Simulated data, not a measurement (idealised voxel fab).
Process module heading - voxel self aligned contacts
Square cells of 5 nm make up the cross-section cut, whose width is 250 nm.
Each cross-section below is a grid of square cells, stated as bands in top-down order, with one or more rows of cells making up each band. Read a band's entry like this: the first values are the height of its top and the height of its bottom in nm, and what follows is the sequence of materials from left to right, each with its width in nm. Note that "empty" is empty space, and that a single material marked "full width" reaches across the band from edge to edge. Height is counted from the level 0, under which the received wafer is composed throughout of one material. The lowest of the bands is not closed at the bottom but continues downward, in the notation "top 0, no bottom". The notation "30 to 40" denotes a width that varies across the rows of cells in the band, beginning at the first number in the top row, finishing at the second number in the bottom row, and changing by an identical amount from each row to the next. Step note "nothing different" = no cross-section cell changed. The entry titled "Sealed-off cavities" provides the empty spaces that have no open way to the top, restricted to those of 8 cells or more. Each is presented as width x height at distance, the distance being measured from the left edge, with all three in nm. If you see something after the settings on a step's line, that's the simulator's own remark about that step. The "overlay nm" setting may appear on a step's line; for a step that uses a mask, it gives how far to the right of its planned position the mask lay, and a negative value indicates the left.
## Planned step list for the process
- 1: RECEIVE,material Si
- 2: CONFORMAL_DEP,material SiO2,thk nm 5
- 3: DIRECTIONAL_DEP,material polySi,thk nm 20
- 4: DIRECTIONAL_DEP,material SiN,thk nm 20
- 5: PATTERN,tone cover,mask id GATE,material resist,width nm 25,pitch nm 70,thk nm 20,overlay nm 0
- 6: DIRECTIONAL_ETCH,etch materials SiN,depth nm 20
- 7: DIRECTIONAL_ETCH,etch materials polySi,depth nm 20
- 8: STRIP,etch materials resist
- 9: CONFORMAL_DEP,material SiN,thk nm 10
- 10: DIRECTIONAL_ETCH,etch materials SiN,depth nm 10
- 11: FILL_DEP,material SiO2,thk nm 15
- 12: CMP,height nm 55
- 13: PATTERN,tone open,mask id CONTACT,material resist,width nm 55,pitch nm 70,thk nm 15,overlay nm 0
- 14: DIRECTIONAL_ETCH,etch materials SiO2,depth nm 55
- 15: STRIP,etch materials resist
- 16: CONFORMAL_DEP,material TiN,thk nm 5
- 17: FILL_DEP,material W,thk nm 5
- 18: CMP,height nm 55
- 19: CONFORMAL_DEP,material SiN,thk nm 5
## Cross-section of the wafer upon arrival, representing the state reached after step 1
	top 0, no bottom: Si full width
	Sealed-off cavities: none
## Cross-section, first of two wafers, end of module, run as planned
	top 60, bottom 55: SiN full width
	top 55, bottom 45: SiO2 60  TiN 5 to 20  W 45 to 15  TiN 5 to 20  SiO2 15  TiN 5 to 20  W 45 to 15  TiN 5 to 20  SiO2 65
	top 45, bottom 25: SiO2 30  SiN 45  TiN 5  W 15  TiN 5  SiN 45  TiN 5  W 15  TiN 5  SiN 45  SiO2 35
	top 25, bottom 5: SiO2 30  SiN 10  polySi 25  SiN 10  TiN 5  W 15  TiN 5  SiN 10  polySi 25  SiN 10  TiN 5  W 15  TiN 5  SiN 10  polySi 25  SiN 10  SiO2 35
	top 5, bottom 0: SiO2 75  TiN 25  SiO2 45  TiN 25  SiO2 80
	top 0, no bottom: Si full width
	Sealed-off cavities: none
## End of module, second wafer, cross-section. Started like the first, planned like the first, run with one mistake
	top 60, bottom 55: SiN full width
	top 55, bottom 45: SiO2 60  TiN 5 to 25  W 45 to 5  TiN 5 to 25  SiO2 15  TiN 5 to 25  W 45 to 5  TiN 5 to 25  SiO2 65
	top 45, bottom 25: SiO2 25  SiN 55  TiN 5  W 5  TiN 5  SiN 55  TiN 5  W 5  TiN 5  SiN 55  SiO2 30
	top 25, bottom 5: SiO2 25  SiN 10  polySi 35  SiN 10  TiN 5  W 5  TiN 5  SiN 10  polySi 35  SiN 10  TiN 5  W 5  TiN 5  SiN 10  polySi 35  SiN 10  SiO2 30
	top 5, bottom 0: SiO2 80  TiN 15  SiO2 55  TiN 15  SiO2 85
	top 0, no bottom: Si full width
	Sealed-off cavities: none
What broke from the plan during processing? step 5 ran with different settings than intended, the actual operation and settings being PATTERN,tone cover,mask id GATE,material resist,width nm 35,pitch nm 70,thk nm 20,overlay nm 0
End check, counted in cells, second wafer has more or fewer of these materials than the first: SiN: 24 more, SiO2: 12 fewer, W: 36 fewer, polySi: 24 more
